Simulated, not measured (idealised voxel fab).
Process module name: voxel lift off
Pictured: cross-section cut, 200 nm wide, on a grid of 5 nm square cells.
Cross-section format: a grid of square cells, given as bands from top to bottom; each band is one or more rows of cells. Band: top height; bottom height; in nm. Then, left to right: material with width in nm, for each material. "throughout": a single material spanning edge to edge. "blank": empty space. Height 0 is the level under which the wafer as received is all one material. The lowest band goes on downwards, as in "0..down". Width "30->40": first value at the band's top row of cells, second value at its bottom row, equal change from row to row. "all unchanged" for a step: no cell of the cross-section changed in that step. Closed empty spaces (no open way to the top) of 8 cells or more are what "Closed void catalog" lists, each as width x height at distance from the left edge, nm for all three. On each step's line, the part that comes after the settings is the simulator's own comment on the step. "overlay nm", when on a step's line for a step with a mask, measures how far to the right of its planned place the mask lay; a negative measure means to the left.

### Process steps - plan
- 1: RECEIVE | material Si
- 2: CONFORMAL_DEP | material SiN | thk nm 10
- 3: PATTERN | tone open | mask id LINES | material resist | width nm 15 | pitch nm 40 | thk nm 30 | overlay nm 0
- 4: DIRECTIONAL_DEP | material Ru | thk nm 15
- 5: STRIP | etch materials resist
- 6: CONFORMAL_DEP | material SiO2 | thk nm 10

### First of two wafers, with the run carried out as planned

### as received, after step 1
  0..down = Si throughout
  Closed void catalog: none

### Presented here is a cross-section of the wafer after step 2 has been performed
  10..0 = SiN throughout
  Below 0, the layers are the same as they were.

### Presented here is a cross-section of the wafer after step 3 has been performed
  40..10 = 70 of resist, then 15 of blank, then 25 of resist, then 15 of blank, then 75 of resist
  Below 10, the layers are the same as they were.

### Presented here is a cross-section of the wafer after step 4 has been performed
  55..40 = 70 of Ru, then 15 of blank, then 25 of Ru, then 15 of blank, then 75 of Ru
  40..25 = 70 of resist, then 15 of blank, then 25 of resist, then 15 of blank, then 75 of resist
  25..10 = 70 of resist, then 15 of Ru, then 25 of resist, then 15 of Ru, then 75 of resist
  Below 10, the layers are the same as they were.

### Presented here is a cross-section of the wafer after step 5 has been performed
  25..10 = 70 of blank, then 15 of Ru, then 25 of blank, then 15 of Ru, then 75 of blank
  Below 10, the layers are the same as they were.

### Presented here is a cross-section of the wafer after step 6 has been performed
  35..25 = 60 of blank, then 35 of SiO2, then 5 of blank, then 35 of SiO2, then 65 of blank
  25..20 = 60 of blank, then 10 of SiO2, then 15 of Ru, then 10 of SiO2, then 5 of blank, then 10 of SiO2, then 15 of Ru, then 10 of SiO2, then 65 of blank
  20..10 = 70 of SiO2, then 15 of Ru, then 25 of SiO2, then 15 of Ru, then 75 of SiO2
  Below 10, the layers are the same as they were.

### The Second Wafer: Common Origin and Plan, One Mistake in Execution, Identical to the First Through Step 2

### Second wafer, section view, time point: scheduled end of step 3
  40..10 = 65 of resist, then 25 of blank, then 15 of resist, then 25 of blank, then 70 of resist
  Below 10, the layers are the same as they were.

### Second wafer, section view, time point: scheduled end of step 4
  55..40 = 65 of Ru, then 25 of blank, then 15 of Ru, then 25 of blank, then 70 of Ru
  40..25 = 65 of resist, then 25 of blank, then 15 of resist, then 25 of blank, then 70 of resist
  25..10 = 65 of resist, then 25 of Ru, then 15 of resist, then 25 of Ru, then 70 of resist
  Below 10, the layers are the same as they were.

### Second wafer, section view, time point: scheduled end of step 5
  25..10 = 65 of blank, then 25 of Ru, then 15 of blank, then 25 of Ru, then 70 of blank
  Below 10, the layers are the same as they were.

### Second wafer, section view, time point: scheduled end of step 6
  35..25 = 55 of blank, then 85 of SiO2, then 60 of blank
  25..20 = 55 of blank, then 10 of SiO2, then 25 of Ru, then 15 of SiO2, then 25 of Ru, then 10 of SiO2, then 60 of blank
  20..10 = 65 of SiO2, then 25 of Ru, then 15 of SiO2, then 25 of Ru, then 70 of SiO2
  Below 10, the layers are the same as they were.
The mistake made against the process plan was this: step 3 did not use the planned setting and instead ran as PATTERN | tone open | mask id LINES | material resist | width nm 25 | pitch nm 40 | thk nm 30 | overlay nm 0
End check, counted in cells, second wafer has more or fewer of these materials than the first: Ru +12, SiO2 -3
